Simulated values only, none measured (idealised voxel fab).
Herein follows the process module entitled voxel wiring stack.
Xsec cut, 235 nm wide, square cell size 5 nm.
For the purposes of this document, a cross-section shall be understood as a grid of square cells, specified as bands listed in top-to-bottom order, each band consisting of one or more rows of cells. Heads up on the band format: heights come first, top then bottom, in nm. After that it's the materials left to right, each with its width in nm. A single material flagged "all across" fills the whole band edge to edge, and "empty" means there's empty space there. Heights are expressed relative to 0, this being the level below which the as-received wafer comprises one material exclusively. The lowest band is unbounded in the downward direction and is denoted as in "z 0 and below". The notation "30 to 40" denotes a width that varies across the rows of cells in the band, beginning at the first number in the top row, finishing at the second number in the bottom row, and changing by an identical amount from each row to the next. "identical to before" -> step changed no cross-section cell. If an empty space has no open way to the top and is at least 8 cells in size, "Enclosed cavity list" lists it, written width x height at distance, where distance is measured from the left edge and every value is in nm. Past the settings on a step's line: simulator remark, on that step. Each step line may optionally specify "overlay nm", which for a step with a mask gives the rightward distance between the mask's planned place and where it lay, a negative value indicating the leftward direction. Every pair from here on: before one process step, after it. The after cross-section reaches only to the lowest band that changed. Below the pair: the step in between and its settings. Pairs can belong to different runs of this module on the same starting wafer; a pair carries on from the pair above only if the entry headed "Pre-step condition" says so.

Pre-step condition
z 120 to 105 = resist 80 nm, empty 15 nm, resist 35 nm, empty 15 nm, resist 90 nm
z 105 to 90 = SiO2 80 nm, empty 15 nm, resist 10 nm, SiO2 25 nm, empty 15 nm, resist 10 nm, SiO2 80 nm
z 90 to 80 = SiO2 80 nm, empty 15 nm, SiO2 35 nm, empty 15 nm, SiO2 90 nm
z 80 to 75 = SiCN all across
z 75 to 55 = SiO2 80 nm, TiN 5 nm, W 15 nm, TiN 5 nm, SiO2 25 nm, TiN 5 nm, W 15 nm, TiN 5 nm, SiO2 80 nm
z 55 to 45 = SiCN 80 nm, TiN 25 to 15 nm, SiCN 25 to 35 nm, TiN 25 to 15 nm, SiCN 80 to 90 nm
z 45 to 35 = Cu all across
z 35 to 30 = TiN 85 nm, Cu 15 nm, TiN 35 nm, Cu 15 nm, TiN 85 nm
z 30 to 15 = lowk 80 nm, TiN 5 nm, Cu 15 nm, TiN 5 nm, lowk 25 nm, TiN 5 nm, Cu 15 nm, TiN 5 nm, lowk 80 nm
z 15 to 10 = SiCN 80 nm, TiN 25 nm, SiCN 25 nm, TiN 25 nm, SiCN 80 nm
z 10 to 0 = SiO2 all across
z 0 and below = Si all across
Enclosed cavity list: none

Sectional Result
z 120 to 105 = resist 80 nm, empty 15 nm, resist 35 nm, empty 15 nm, resist 90 nm
z 105 to 90 = SiO2 80 nm, empty 15 nm, resist 10 nm, SiO2 25 nm, empty 15 nm, resist 10 nm, SiO2 80 nm
z 90 to 80 = SiO2 80 nm, empty 15 nm, SiO2 35 nm, empty 15 nm, SiO2 90 nm
z 80 to 75 = SiCN 80 nm, empty 15 nm, SiCN 35 nm, empty 15 nm, SiCN 90 nm
below 75: unchanged
Enclosed cavity list: none
So what happened between those two cross-sections up there? DIRECTIONAL_ETCH, etch materials SiCN, depth nm 5

Pre-step condition: the cross-section after the pair above

Sectional Result
z 105 to 90 = SiO2 80 nm, empty 25 nm, SiO2 25 nm, empty 25 nm, SiO2 80 nm
below 90: unchanged
Enclosed cavity list: none
So what happened between those two cross-sections up there? STRIP, etch materials resist

Pre-step condition: the cross-section after the pair above

Sectional Result
z 110 to 105 = TiN 85 nm, empty 15 nm, TiN 35 nm, empty 15 nm, TiN 85 nm
z 105 to 95 = SiO2 80 nm, TiN 5 nm, empty 15 nm, TiN 5 nm, SiO2 25 nm, TiN 5 nm, empty 15 nm, TiN 5 nm, SiO2 80 nm
z 95 to 90 = SiO2 80 nm, TiN 5 nm, empty 5 nm, TiN 15 nm, SiO2 25 nm, TiN 5 nm, empty 5 nm, TiN 15 nm, SiO2 80 nm
z 90 to 80 = SiO2 80 nm, TiN 5 nm, empty 5 nm, TiN 5 nm, SiO2 35 nm, TiN 5 nm, empty 5 nm, TiN 5 nm, SiO2 90 nm
z 80 to 75 = SiCN 80 nm, TiN 15 nm, SiCN 35 nm, TiN 15 nm, SiCN 90 nm
below 75: unchanged
Enclosed cavity list: none
So what happened between those two cross-sections up there? CONFORMAL_DEP, material TiN, thk nm 5

Pre-step condition: the cross-section after the pair above

Sectional Result
z 120 to 110 = Ru all across
z 110 to 105 = TiN 85 nm, Ru 15 nm, TiN 35 nm, Ru 15 nm, TiN 85 nm
z 105 to 95 = SiO2 80 nm, TiN 5 nm, Ru 15 nm, TiN 5 nm, SiO2 25 nm, TiN 5 nm, Ru 15 nm, TiN 5 nm, SiO2 80 nm
z 95 to 90 = SiO2 80 nm, TiN 5 nm, Ru 5 nm, TiN 15 nm, SiO2 25 nm, TiN 5 nm, Ru 5 nm, TiN 15 nm, SiO2 80 nm
z 90 to 80 = SiO2 80 nm, TiN 5 nm, Ru 5 nm, TiN 5 nm, SiO2 35 nm, TiN 5 nm, Ru 5 nm, TiN 5 nm, SiO2 90 nm
below 80: unchanged
Enclosed cavity list: none
So what happened between those two cross-sections up there? FILL_DEP, material Ru, thk nm 10

Pre-step condition: the cross-section after the pair above

Sectional Result
z 105 to 95 = SiO2 80 nm, TiN 5 nm, Ru 15 nm, TiN 5 nm, SiO2 25 nm, TiN 5 nm, Ru 15 nm, TiN 5 nm, SiO2 80 nm
below 95: unchanged
Enclosed cavity list: none
So what happened between those two cross-sections up there? CMP, height nm 105

Pre-step condition: the cross-section after the pair above

Sectional Result
z 110 to 105 = SiCN all across
below 105: unchanged
Enclosed cavity list: none
So what happened between those two cross-sections up there? CONFORMAL_DEP, material SiCN, thk nm 5

Pre-step condition
z 0 and below = Si all across
Enclosed cavity list: none

Sectional Result
z 5 to 0 = SiCN all across
below 0: unchanged
Enclosed cavity list: none
So what happened between those two cross-sections up there? CONFORMAL_DEP, material SiCN, thk nm 5

Pre-step condition: the cross-section after the pair above

Sectional Result
z 15 to 5 = SiO2 all across
below 5: unchanged
Enclosed cavity list: none
So what happened between those two cross-sections up there? CONFORMAL_DEP, material SiO2, thk nm 10

Pre-step condition: the cross-section after the pair above

Sectional Result
z 30 to 15 = lowk all across
below 15: unchanged
Enclosed cavity list: none
So what happened between those two cross-sections up there? DIRECTIONAL_DEP, material lowk, thk nm 15

Pre-step condition: the cross-section after the pair above

Sectional Result
z 45 to 30 = aC all across
below 30: unchanged
Enclosed cavity list: none
So what happened between those two cross-sections up there? DIRECTIONAL_DEP, material aC, thk nm 15

Pre-step condition: the cross-section after the pair above

Sectional Result
z 75 to 45 = resist 80 nm, empty 25 nm, resist 25 nm, empty 25 nm, resist 80 nm
below 45: unchanged
Enclosed cavity list: none
So what happened between those two cross-sections up there? PATTERN, tone open, mask id METAL_1, material resist, width nm 25, pitch nm 50, thk nm 30, overlay nm 0

Pre-step condition: the cross-section after the pair above

Sectional Result
z 60 to 45 = resist 80 nm, empty 25 nm, resist 25 nm, empty 25 nm, resist 80 nm
z 45 to 30 = aC 80 nm, empty 25 nm, aC 25 nm, empty 25 nm, aC 80 nm
below 30: unchanged
Enclosed cavity list: none
So what happened between those two cross-sections up there? DIRECTIONAL_ETCH, etch materials aC, depth nm 15

Pre-step condition: the cross-section after the pair above

Sectional Result
z 45 to 30 = aC 80 nm, empty 25 nm, aC 25 nm, empty 25 nm, aC 80 nm
below 30: unchanged
Enclosed cavity list: none
So what happened between those two cross-sections up there? STRIP, etch materials resist

Pre-step condition: the cross-section after the pair above

Sectional Result
z 45 to 30 = aC 80 nm, empty 25 nm, aC 25 nm, empty 25 nm, aC 80 nm
z 30 to 15 = lowk 80 nm, empty 25 nm, lowk 25 nm, empty 25 nm, lowk 80 nm
below 15: unchanged
Enclosed cavity list: none
So what happened between those two cross-sections up there? DIRECTIONAL_ETCH, etch materials lowk, depth nm 15

Pre-step condition: the cross-section after the pair above

Sectional Result
z 30 to 15 = lowk 80 nm, empty 25 nm, lowk 25 nm, empty 25 nm, lowk 80 nm
below 15: unchanged
Enclosed cavity list: none
So what happened between those two cross-sections up there? STRIP, etch materials aC

Pre-step condition: the cross-section after the pair above

Sectional Result
z 35 to 30 = TiN 85 nm, empty 15 nm, TiN 35 nm, empty 15 nm, TiN 85 nm
z 30 to 20 = lowk 80 nm, TiN 5 nm, empty 15 nm, TiN 5 nm, lowk 25 nm, TiN 5 nm, empty 15 nm, TiN 5 nm, lowk 80 nm
z 20 to 15 = lowk 80 nm, TiN 25 nm, lowk 25 nm, TiN 25 nm, lowk 80 nm
below 15: unchanged
Enclosed cavity list: none
So what happened between those two cross-sections up there? CONFORMAL_DEP, material TiN, thk nm 5

Pre-step condition: the cross-section after the pair above

Sectional Result
z 45 to 35 = Cu all across
z 35 to 30 = TiN 85 nm, Cu 15 nm, TiN 35 nm, Cu 15 nm, TiN 85 nm
z 30 to 20 = lowk 80 nm, TiN 5 nm, Cu 15 nm, TiN 5 nm, lowk 25 nm, TiN 5 nm, Cu 15 nm, TiN 5 nm, lowk 80 nm
below 20: unchanged
Enclosed cavity list: none
So what happened between those two cross-sections up there? FILL_DEP, material Cu, thk nm 10

Pre-step condition: the cross-section after the pair above

Sectional Result
z 30 to 20 = lowk 80 nm, TiN 5 nm, Cu 15 nm, TiN 5 nm, lowk 25 nm, TiN 5 nm, Cu 15 nm, TiN 5 nm, lowk 80 nm
below 20: unchanged
Enclosed cavity list: none
So what happened between those two cross-sections up there? CMP, height nm 30

Pre-step condition: the cross-section after the pair above

Sectional Result
z 35 to 30 = SiCN all across
below 30: unchanged
Enclosed cavity list: none
So what happened between those two cross-sections up there? CONFORMAL_DEP, material SiCN, thk nm 5

Pre-step condition: the cross-section after the pair above

Sectional Result
z 50 to 35 = lowk all across
below 35: unchanged
Enclosed cavity list: none
So what happened between those two cross-sections up there? DIRECTIONAL_DEP, material lowk, thk nm 15

Pre-step condition: the cross-section after the pair above

Sectional Result
z 60 to 50 = aC all across
below 50: unchanged
Enclosed cavity list: none
So what happened between those two cross-sections up there? DIRECTIONAL_DEP, material aC, thk nm 10

Pre-step condition: the cross-section after the pair above

Sectional Result
z 90 to 60 = resist 80 nm, empty 15 nm, resist 35 nm, empty 15 nm, resist 90 nm
below 60: unchanged
Enclosed cavity list: none
So what happened between those two cross-sections up there? PATTERN, tone open, mask id PLUG_1, material resist, width nm 15, pitch nm 50, thk nm 30, overlay nm 0

Pre-step condition: the cross-section after the pair above

Sectional Result
z 80 to 60 = resist 80 nm, empty 15 nm, resist 35 nm, empty 15 nm, resist 90 nm
z 60 to 50 = aC 80 nm, empty 15 nm, aC 35 nm, empty 15 nm, aC 90 nm
below 50: unchanged
Enclosed cavity list: none
So what happened between those two cross-sections up there? DIRECTIONAL_ETCH, etch materials aC, depth nm 10

Pre-step condition: the cross-section after the pair above

Sectional Result
z 60 to 50 = aC 80 nm, empty 15 nm, aC 35 nm, empty 15 nm, aC 90 nm
below 50: unchanged
Enclosed cavity list: none
So what happened between those two cross-sections up there? STRIP, etch materials resist

Pre-step condition: the cross-section after the pair above

Sectional Result
z 60 to 50 = aC 80 nm, empty 15 nm, aC 35 nm, empty 15 nm, aC 90 nm
z 50 to 35 = lowk 80 nm, empty 15 nm, lowk 35 nm, empty 15 nm, lowk 90 nm
below 35: unchanged
Enclosed cavity list: none
So what happened between those two cross-sections up there? DIRECTIONAL_ETCH, etch materials lowk, depth nm 15

Pre-step condition: the cross-section after the pair above

Sectional Result
z 60 to 50 = aC 80 nm, empty 15 nm, aC 35 nm, empty 15 nm, aC 90 nm
z 50 to 35 = lowk 80 nm, empty 15 nm, lowk 35 nm, empty 15 nm, lowk 90 nm
z 35 to 30 = SiCN 80 nm, empty 15 nm, SiCN 35 nm, empty 15 nm, SiCN 90 nm
below 30: unchanged
Enclosed cavity list: none
So what happened between those two cross-sections up there? DIRECTIONAL_ETCH, etch materials SiCN, depth nm 5

Pre-step condition: the cross-section after the pair above

Sectional Result
z 50 to 35 = lowk 80 nm, empty 15 nm, lowk 35 nm, empty 15 nm, lowk 90 nm
below 35: unchanged
Enclosed cavity list: none
So what happened between those two cross-sections up there? STRIP, etch materials aC

Pre-step condition: the cross-section after the pair above

Sectional Result
z 55 to 50 = TiN 85 nm, empty 5 nm, TiN 45 nm, empty 5 nm, TiN 95 nm
z 50 to 35 = lowk 80 nm, TiN 5 nm, empty 5 nm, TiN 5 nm, lowk 35 nm, TiN 5 nm, empty 5 nm, TiN 5 nm, lowk 90 nm
z 35 to 30 = SiCN 80 nm, TiN 15 nm, SiCN 35 nm, TiN 15 nm, SiCN 90 nm
below 30: unchanged
Enclosed cavity list: none
So what happened between those two cross-sections up there? CONFORMAL_DEP, material TiN, thk nm 5

Pre-step condition: the cross-section after the pair above

Sectional Result
z 60 to 55 = Cu all across
z 55 to 50 = TiN 85 nm, Cu 5 nm, TiN 45 nm, Cu 5 nm, TiN 95 nm
z 50 to 35 = lowk 80 nm, TiN 5 nm, Cu 5 nm, TiN 5 nm, lowk 35 nm, TiN 5 nm, Cu 5 nm, TiN 5 nm, lowk 90 nm
below 35: unchanged
Enclosed cavity list: none
So what happened between those two cross-sections up there? FILL_DEP, material Cu, thk nm 5

Pre-step condition: the cross-section after the pair above

Sectional Result
z 50 to 35 = lowk 80 nm, TiN 5 nm, Cu 5 nm, TiN 5 nm, lowk 35 nm, TiN 5 nm, Cu 5 nm, TiN 5 nm, lowk 90 nm
below 35: unchanged
Enclosed cavity list: none
So what happened between those two cross-sections up there? CMP, height nm 50

Pre-step condition: the cross-section after the pair above

Sectional Result
z 55 to 50 = SiCN all across
below 50: unchanged
Enclosed cavity list: none
So what happened between those two cross-sections up there? CONFORMAL_DEP, material SiCN, thk nm 5

Pre-step condition: the cross-section after the pair above

Sectional Result
z 75 to 55 = SiO2 all across
below 55: unchanged
Enclosed cavity list: none
So what happened between those two cross-sections up there? DIRECTIONAL_DEP, material SiO2, thk nm 20

Pre-step condition: the cross-section after the pair above

Sectional Result
z 95 to 75 = resist 80 nm, empty 25 nm, resist 25 nm, empty 25 nm, resist 80 nm
below 75: unchanged
Enclosed cavity list: none
So what happened between those two cross-sections up there? PATTERN, tone open, mask id METAL_2, material resist, width nm 25, pitch nm 50, thk nm 20, overlay nm 0

Pre-step condition: the cross-section after the pair above

Sectional Result
z 95 to 75 = resist 80 nm, empty 25 nm, resist 25 nm, empty 25 nm, resist 80 nm
z 75 to 55 = SiO2 80 nm, empty 25 nm, SiO2 25 nm, empty 25 nm, SiO2 80 nm
below 55: unchanged
Enclosed cavity list: none
So what happened between those two cross-sections up there? DIRECTIONAL_ETCH, etch materials SiO2, depth nm 20

Pre-step condition: the cross-section after the pair above

Sectional Result
z 95 to 75 = resist 80 nm, empty 25 nm, resist 25 nm, empty 25 nm, resist 80 nm
z 75 to 55 = SiO2 80 nm, empty 25 nm, SiO2 25 nm, empty 25 nm, SiO2 80 nm
z 55 to 50 = SiCN 80 nm, empty 25 nm, SiCN 25 nm, empty 25 nm, SiCN 80 nm
below 50: unchanged
Enclosed cavity list: none
So what happened between those two cross-sections up there? DIRECTIONAL_ETCH, etch materials SiCN, depth nm 5

Pre-step condition: the cross-section after the pair above

Sectional Result
z 75 to 55 = SiO2 80 nm, empty 25 nm, SiO2 25 nm, empty 25 nm, SiO2 80 nm
below 55: unchanged
Enclosed cavity list: none
So what happened between those two cross-sections up there? STRIP, etch materials resist

Pre-step condition: the cross-section after the pair above

Sectional Result
z 80 to 75 = TiN 85 nm, empty 15 nm, TiN 35 nm, empty 15 nm, TiN 85 nm
z 75 to 55 = SiO2 80 nm, TiN 5 nm, empty 15 nm, TiN 5 nm, SiO2 25 nm, TiN 5 nm, empty 15 nm, TiN 5 nm, SiO2 80 nm
z 55 to 50 = SiCN 80 nm, TiN 25 nm, SiCN 25 nm, TiN 25 nm, SiCN 80 nm
below 50: unchanged
Enclosed cavity list: none
So what happened between those two cross-sections up there? CONFORMAL_DEP, material TiN, thk nm 5

Pre-step condition: the cross-section after the pair above

Sectional Result
z 90 to 80 = W all across
z 80 to 75 = TiN 85 nm, W 15 nm, TiN 35 nm, W 15 nm, TiN 85 nm
z 75 to 55 = SiO2 80 nm, TiN 5 nm, W 15 nm, TiN 5 nm, SiO2 25 nm, TiN 5 nm, W 15 nm, TiN 5 nm, SiO2 80 nm
below 55: unchanged
Enclosed cavity list: none
So what happened between those two cross-sections up there? FILL_DEP, material W, thk nm 10

Pre-step condition: the cross-section after the pair above

Sectional Result
z 75 to 55 = SiO2 80 nm, TiN 5 nm, W 15 nm, TiN 5 nm, SiO2 25 nm, TiN 5 nm, W 15 nm, TiN 5 nm, SiO2 80 nm
below 55: unchanged
Enclosed cavity list: none
So what happened between those two cross-sections up there? CMP, height nm 75

Pre-step condition: the cross-section after the pair above

Sectional Result
z 80 to 75 = SiCN all across
below 75: unchanged
Enclosed cavity list: none
So what happened between those two cross-sections up there? CONFORMAL_DEP, material SiCN, thk nm 5

Pre-step condition: the cross-section after the pair above

Sectional Result
z 105 to 80 = SiO2 all across
below 80: unchanged
Enclosed cavity list: none
So what happened between those two cross-sections up there? DIRECTIONAL_DEP, material SiO2, thk nm 25

Pre-step condition: the cross-section after the pair above

Sectional Result
z 120 to 105 = aC all across
below 105: unchanged
Enclosed cavity list: none
So what happened between those two cross-sections up there? DIRECTIONAL_DEP, material aC, thk nm 15

Pre-step condition: the cross-section after the pair above

Sectional Result
z 155 to 120 = resist 80 nm, empty 25 nm, resist 25 nm, empty 25 nm, resist 80 nm
below 120: unchanged
Enclosed cavity list: none
So what happened between those two cross-sections up there? PATTERN, tone open, mask id METAL_3, material resist, width nm 25, pitch nm 50, thk nm 35, overlay nm 0

Pre-step condition: the cross-section after the pair above

Sectional Result
z 140 to 120 = resist 80 nm, empty 25 nm, resist 25 nm, empty 25 nm, resist 80 nm
z 120 to 105 = aC 80 nm, empty 25 nm, aC 25 nm, empty 25 nm, aC 80 nm
below 105: unchanged
Enclosed cavity list: none
So what happened between those two cross-sections up there? DIRECTIONAL_ETCH, etch materials aC, depth nm 15

Pre-step condition: the cross-section after the pair above

Sectional Result
z 120 to 105 = aC 80 nm, empty 25 nm, aC 25 nm, empty 25 nm, aC 80 nm
below 105: unchanged
Enclosed cavity list: none
So what happened between those two cross-sections up there? STRIP, etch materials resist

Pre-step condition: the cross-section after the pair above

Sectional Result
z 120 to 105 = aC 80 nm, empty 25 nm, aC 25 nm, empty 25 nm, aC 80 nm
z 105 to 90 = SiO2 80 nm, empty 25 nm, SiO2 25 nm, empty 25 nm, SiO2 80 nm
below 90: unchanged
Enclosed cavity list: none
So what happened between those two cross-sections up there? DIRECTIONAL_ETCH, etch materials SiO2, depth nm 15

Pre-step condition: the cross-section after the pair above

Sectional Result
z 105 to 90 = SiO2 80 nm, empty 25 nm, SiO2 25 nm, empty 25 nm, SiO2 80 nm
below 90: unchanged
Enclosed cavity list: none
So what happened between those two cross-sections up there? STRIP, etch materials aC

Pre-step condition: the cross-section after the pair above

Sectional Result
z 120 to 105 = resist 80 nm, empty 15 nm, resist 35 nm, empty 15 nm, resist 90 nm
z 105 to 90 = SiO2 80 nm, empty 15 nm, resist 10 nm, SiO2 25 nm, empty 15 nm, resist 10 nm, SiO2 80 nm
below 90: unchanged
Enclosed cavity list: none
So what happened between those two cross-sections up there? PATTERN, tone open, mask id METAL_3_HOLES, material resist, width nm 15, pitch nm 50, thk nm 15, overlay nm 0

Pre-step condition: the cross-section after the pair above

Sectional Result
z 120 to 105 = resist 80 nm, empty 15 nm, resist 35 nm, empty 15 nm, resist 90 nm
z 105 to 90 = SiO2 80 nm, empty 15 nm, resist 10 nm, SiO2 25 nm, empty 15 nm, resist 10 nm, SiO2 80 nm
z 90 to 80 = SiO2 80 nm, empty 15 nm, SiO2 35 nm, empty 15 nm, SiO2 90 nm
below 80: unchanged
Enclosed cavity list: none
So what happened between those two cross-sections up there? DIRECTIONAL_ETCH, etch materials SiO2, depth nm 10

Pre-step condition: the cross-section after the pair above

Sectional Result
z 120 to 105 = resist 80 nm, empty 15 nm, resist 35 nm, empty 15 nm, resist 90 nm
z 105 to 90 = SiO2 80 nm, empty 15 nm, resist 10 nm, SiO2 25 nm, empty 15 nm, resist 10 nm, SiO2 80 nm
z 90 to 80 = SiO2 80 nm, empty 15 nm, SiO2 35 nm, empty 15 nm, SiO2 90 nm
z 80 to 75 = SiCN 80 nm, empty 15 nm, SiCN 35 nm, empty 15 nm, SiCN 90 nm
below 75: unchanged
Enclosed cavity list: none
So what happened between those two cross-sections up there? DIRECTIONAL_ETCH, etch materials SiCN, depth nm 5

Pre-step condition: the cross-section after the pair above

Sectional Result
z 105 to 90 = SiO2 80 nm, empty 25 nm, SiO2 25 nm, empty 25 nm, SiO2 80 nm
below 90: unchanged
Enclosed cavity list: none
So what happened between those two cross-sections up there? STRIP, etch materials resist

Pre-step condition: the cross-section after the pair above

Sectional Result
z 110 to 105 = TiN 85 nm, empty 15 nm, TiN 35 nm, empty 15 nm, TiN 85 nm
z 105 to 95 = SiO2 80 nm, TiN 5 nm, empty 15 nm, TiN 5 nm, SiO2 25 nm, TiN 5 nm, empty 15 nm, TiN 5 nm, SiO2 80 nm
z 95 to 90 = SiO2 80 nm, TiN 5 nm, empty 5 nm, TiN 15 nm, SiO2 25 nm, TiN 5 nm, empty 5 nm, TiN 15 nm, SiO2 80 nm
z 90 to 80 = SiO2 80 nm, TiN 5 nm, empty 5 nm, TiN 5 nm, SiO2 35 nm, TiN 5 nm, empty 5 nm, TiN 5 nm, SiO2 90 nm
z 80 to 75 = SiCN 80 nm, TiN 15 nm, SiCN 35 nm, TiN 15 nm, SiCN 90 nm
below 75: unchanged
Enclosed cavity list: none
So what happened between those two cross-sections up there? CONFORMAL_DEP, material TiN, thk nm 5

Pre-step condition: the cross-section after the pair above

Sectional Result
z 120 to 110 = Ru all across
z 110 to 105 = TiN 85 nm, Ru 15 nm, TiN 35 nm, Ru 15 nm, TiN 85 nm
z 105 to 95 = SiO2 80 nm, TiN 5 nm, Ru 15 nm, TiN 5 nm, SiO2 25 nm, TiN 5 nm, Ru 15 nm, TiN 5 nm, SiO2 80 nm
z 95 to 90 = SiO2 80 nm, TiN 5 nm, Ru 5 nm, TiN 15 nm, SiO2 25 nm, TiN 5 nm, Ru 5 nm, TiN 15 nm, SiO2 80 nm
z 90 to 80 = SiO2 80 nm, TiN 5 nm, Ru 5 nm, TiN 5 nm, SiO2 35 nm, TiN 5 nm, Ru 5 nm, TiN 5 nm, SiO2 90 nm
below 80: unchanged
Enclosed cavity list: none
So what happened between those two cross-sections up there? FILL_DEP, material Ru, thk nm 10

Pre-step condition: the cross-section after the pair above

Sectional Result
z 105 to 95 = SiO2 80 nm, TiN 5 nm, Ru 15 nm, TiN 5 nm, SiO2 25 nm, TiN 5 nm, Ru 15 nm, TiN 5 nm, SiO2 80 nm
below 95: unchanged
Enclosed cavity list: none
So what happened between those two cross-sections up there? CMP, height nm 105

Pre-step condition: the cross-section after the pair above

Sectional Result
z 110 to 105 = SiCN all across
below 105: unchanged
Enclosed cavity list: none
So what happened between those two cross-sections up there? CONFORMAL_DEP, material SiCN, thk nm 5

Pre-step condition
z 105 to 95 = SiO2 80 nm, TiN 5 nm, Ru 15 nm, TiN 5 nm, SiO2 25 nm, TiN 5 nm, Ru 15 nm, TiN 5 nm, SiO2 80 nm
z 95 to 90 = SiO2 80 nm, TiN 5 nm, Ru 5 nm, TiN 15 nm, SiO2 25 nm, TiN 5 nm, Ru 5 nm, TiN 15 nm, SiO2 80 nm
z 90 to 80 = SiO2 80 nm, TiN 5 nm, Ru 5 nm, TiN 5 nm, SiO2 35 nm, TiN 5 nm, Ru 5 nm, TiN 5 nm, SiO2 90 nm
z 80 to 75 = SiCN 80 nm, TiN 15 nm, SiCN 35 nm, TiN 15 nm, SiCN 90 nm
z 75 to 55 = SiO2 80 nm, TiN 5 nm, W 15 nm, TiN 5 nm, SiO2 25 nm, TiN 5 nm, W 15 nm, TiN 5 nm, SiO2 80 nm
z 55 to 50 = SiCN 80 nm, TiN 25 nm, SiCN 25 nm, TiN 25 nm, SiCN 80 nm
z 50 to 35 = lowk 80 nm, TiN 5 nm, Cu 5 nm, TiN 5 nm, lowk 35 nm, TiN 5 nm, Cu 5 nm, TiN 5 nm, lowk 90 nm
z 35 to 30 = SiCN 80 nm, TiN 15 nm, SiCN 35 nm, TiN 15 nm, SiCN 90 nm
z 30 to 15 = lowk 80 nm, TiN 5 nm, Cu 15 nm, TiN 5 nm, lowk 25 nm, TiN 5 nm, Cu 15 nm, TiN 5 nm, lowk 80 nm
z 15 to 10 = SiCN 80 nm, TiN 25 nm, SiCN 25 nm, TiN 25 nm, SiCN 80 nm
z 10 to 0 = SiO2 all across
z 0 and below = Si all across
Enclosed cavity list: none

Sectional Result
z 120 to 105 = SiCN all across
below 105: unchanged
Enclosed cavity list: none
So what happened between those two cross-sections up there? CONFORMAL_DEP, material SiCN, thk nm 15

Pre-step condition
z 45 to 30 = aC all across
z 30 to 15 = lowk all across
z 15 to 10 = SiCN all across
z 10 to 0 = SiO2 all across
z 0 and below = Si all across
Enclosed cavity list: none

Sectional Result
z 75 to 45 = resist 85 nm, empty 15 nm, resist 35 nm, empty 15 nm, resist 85 nm
below 45: unchanged
Enclosed cavity list: none
So what happened between those two cross-sections up there? PATTERN, tone open, mask id METAL_1, material resist, width nm 15, pitch nm 50, thk nm 30, overlay nm 0

Pre-step condition: the cross-section after the pair above

Sectional Result
z 60 to 45 = resist 85 nm, empty 15 nm, resist 35 nm, empty 15 nm, resist 85 nm
z 45 to 30 = aC 85 nm, empty 15 nm, aC 35 nm, empty 15 nm, aC 85 nm
below 30: unchanged
Enclosed cavity list: none
So what happened between those two cross-sections up there? DIRECTIONAL_ETCH, etch materials aC, depth nm 15

Pre-step condition: the cross-section after the pair above

Sectional Result
z 45 to 30 = aC 85 nm, empty 15 nm, aC 35 nm, empty 15 nm, aC 85 nm
below 30: unchanged
Enclosed cavity list: none
So what happened between those two cross-sections up there? STRIP, etch materials resist

Pre-step condition: the cross-section after the pair above

Sectional Result
z 45 to 30 = aC 85 nm, empty 15 nm, aC 35 nm, empty 15 nm, aC 85 nm
z 30 to 15 = lowk 85 nm, empty 15 nm, lowk 35 nm, empty 15 nm, lowk 85 nm
below 15: unchanged
Enclosed cavity list: none
So what happened between those two cross-sections up there? DIRECTIONAL_ETCH, etch materials lowk, depth nm 15

Pre-step condition: the cross-section after the pair above

Sectional Result
z 45 to 30 = aC 85 nm, empty 15 nm, aC 35 nm, empty 15 nm, aC 85 nm
z 30 to 15 = lowk 85 nm, empty 15 nm, lowk 35 nm, empty 15 nm, lowk 85 nm
z 15 to 10 = SiCN 85 nm, empty 15 nm, SiCN 35 nm, empty 15 nm, SiCN 85 nm
below 10: unchanged
Enclosed cavity list: none
So what happened between those two cross-sections up there? DIRECTIONAL_ETCH, etch materials SiCN, depth nm 5

Pre-step condition: the cross-section after the pair above

Sectional Result
z 30 to 15 = lowk 85 nm, empty 15 nm, lowk 35 nm, empty 15 nm, lowk 85 nm
below 15: unchanged
Enclosed cavity list: none
So what happened between those two cross-sections up there? STRIP, etch materials aC

Pre-step condition: the cross-section after the pair above

Sectional Result
z 35 to 30 = TiN 90 nm, empty 5 nm, TiN 45 nm, empty 5 nm, TiN 90 nm
z 30 to 15 = lowk 85 nm, TiN 5 nm, empty 5 nm, TiN 5 nm, lowk 35 nm, TiN 5 nm, empty 5 nm, TiN 5 nm, lowk 85 nm
z 15 to 10 = SiCN 85 nm, TiN 15 nm, SiCN 35 nm, TiN 15 nm, SiCN 85 nm
below 10: unchanged
Enclosed cavity list: none
So what happened between those two cross-sections up there? CONFORMAL_DEP, material TiN, thk nm 5

Pre-step condition: the cross-section after the pair above

Sectional Result
z 45 to 35 = Cu all across
z 35 to 30 = TiN 90 nm, Cu 5 nm, TiN 45 nm, Cu 5 nm, TiN 90 nm
z 30 to 15 = lowk 85 nm, TiN 5 nm, Cu 5 nm, TiN 5 nm, lowk 35 nm, TiN 5 nm, Cu 5 nm, TiN 5 nm, lowk 85 nm
below 15: unchanged
Enclosed cavity list: none
So what happened between those two cross-sections up there? FILL_DEP, material Cu, thk nm 10

Pre-step condition: the cross-section after the pair above

Sectional Result
z 30 to 15 = lowk 85 nm, TiN 5 nm, Cu 5 nm, TiN 5 nm, lowk 35 nm, TiN 5 nm, Cu 5 nm, TiN 5 nm, lowk 85 nm
below 15: unchanged
Enclosed cavity list: none
So what happened between those two cross-sections up there? CMP, height nm 30

Pre-step condition: the cross-section after the pair above

Sectional Result
z 35 to 30 = SiCN all across
below 30: unchanged
Enclosed cavity list: none
So what happened between those two cross-sections up there? CONFORMAL_DEP, material SiCN, thk nm 5

Pre-step condition: the cross-section after the pair above

Sectional Result
z 50 to 35 = lowk all across
below 35: unchanged
Enclosed cavity list: none
So what happened between those two cross-sections up there? DIRECTIONAL_DEP, material lowk, thk nm 15

Pre-step condition: the cross-section after the pair above

Sectional Result
z 60 to 50 = aC all across
below 50: unchanged
Enclosed cavity list: none
So what happened between those two cross-sections up there? DIRECTIONAL_DEP, material aC, thk nm 10

Pre-step condition: the cross-section after the pair above

Sectional Result
z 90 to 60 = resist 80 nm, empty 15 nm, resist 35 nm, empty 15 nm, resist 90 nm
below 60: unchanged
Enclosed cavity list: none
So what happened between those two cross-sections up there? PATTERN, tone open, mask id PLUG_1, material resist, width nm 15, pitch nm 50, thk nm 30, overlay nm 0

Pre-step condition: the cross-section after the pair above

Sectional Result
z 80 to 60 = resist 80 nm, empty 15 nm, resist 35 nm, empty 15 nm, resist 90 nm
z 60 to 50 = aC 80 nm, empty 15 nm, aC 35 nm, empty 15 nm, aC 90 nm
below 50: unchanged
Enclosed cavity list: none
So what happened between those two cross-sections up there? DIRECTIONAL_ETCH, etch materials aC, depth nm 10

Pre-step condition: the cross-section after the pair above

Sectional Result
z 60 to 50 = aC 80 nm, empty 15 nm, aC 35 nm, empty 15 nm, aC 90 nm
below 50: unchanged
Enclosed cavity list: none
So what happened between those two cross-sections up there? STRIP, etch materials resist
